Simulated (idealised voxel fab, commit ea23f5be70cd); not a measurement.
The process module presented herein is designated voxel double patterning.
Cross-section cut: width 295 nm, square cells of 5 nm.
How to read a cross-section here: the picture is a grid of square cells, written as bands going from the top down, and any band can span one or more rows of cells. Each band's line starts with the height of the band's top and of its bottom, in nm. Then come its materials from left to right, each with its width in nm. One material with "all across" fills the band from edge to edge. "empty" is empty space. Note: height 0 marks the level under which the wafer is uniformly one material as received. Lowest band unbounded below, written "from 0 down". When a width is written as two numbers, as in "30->40", the first number is the width in the top row of cells of the band and the second is the width in its bottom row, and the width changes by the same amount from each row to the next. The designation "remains unaltered", where it is given for a processing step, indicates that no cell of the cross-section was altered in the course of that step. If an empty space has no open way to the top and is at least 8 cells in size, "Cavities, sealed" lists it, written width x height at distance, where distance is measured from the left edge and every value is in nm. On a step's line, text after the settings is the simulator commenting on that step. The setting "overlay nm" may be written on the line of a step. When the step uses a mask, the value reports how far to the right of the planned place the mask lay, and a negative value reports that it lay to the left.

[The process steps that were planned are listed below]
1: RECEIVE: material Si
2: CONFORMAL_DEP: material SiN, thk nm 5
3: DIRECTIONAL_DEP: material SiO2, thk nm 10
4: DIRECTIONAL_DEP: material SiCN, thk nm 10
5: MASKED_ETCH: tone open, mask id FIRST, width nm 15, pitch nm 50, etch materials SiCN, depth nm 10, overlay nm 0
6: PATTERN: tone open, mask id SECOND, material resist, width nm 15, thk nm 15, overlay nm 0
7: DIRECTIONAL_ETCH: etch materials SiCN, depth nm 10
8: STRIP: etch materials resist
9: DIRECTIONAL_ETCH: etch materials SiO2, depth nm 10
10: STRIP: etch materials SiCN
The wafers are alike at the start. At step 5, their width nm differs. The plan lists the first wafer's value.

[As-received cross-section, first of several wafers, post step 1]
from 0 down  Si all across
Cavities, sealed: none

[Cross-section of the first of several wafers, taken after step 10, where the module ends]
from 15 to 5  SiO2 115  empty 15  SiO2 10  empty 15  SiO2 10  empty 15  SiO2 115
from 5 to 0  SiN all across
from 0 down  Si all across
Cavities, sealed: none

[Last-wafer cross-section at the end of the module]
from 15 to 5  SiO2 110  empty 45  SiO2 5  empty 30  SiO2 105
from 5 to 0  SiN all across
from 0 down  Si all across
Cavities, sealed: none

[The rows of the table below are wafers. Looking at the end of the module, a row counts, for every material, the cells the wafer has gained, shown as (+), or lost, shown as (-), since it was received; its closed voids come next]
width nm 15; +59 SiN; +100 SiO2; Cavities, sealed: none
width nm 20; +59 SiN; +96 SiO2; Cavities, sealed: none
width nm 25; +59 SiN; +92 SiO2; Cavities, sealed: none
width nm 30; +59 SiN; +88 SiO2; Cavities, sealed: none
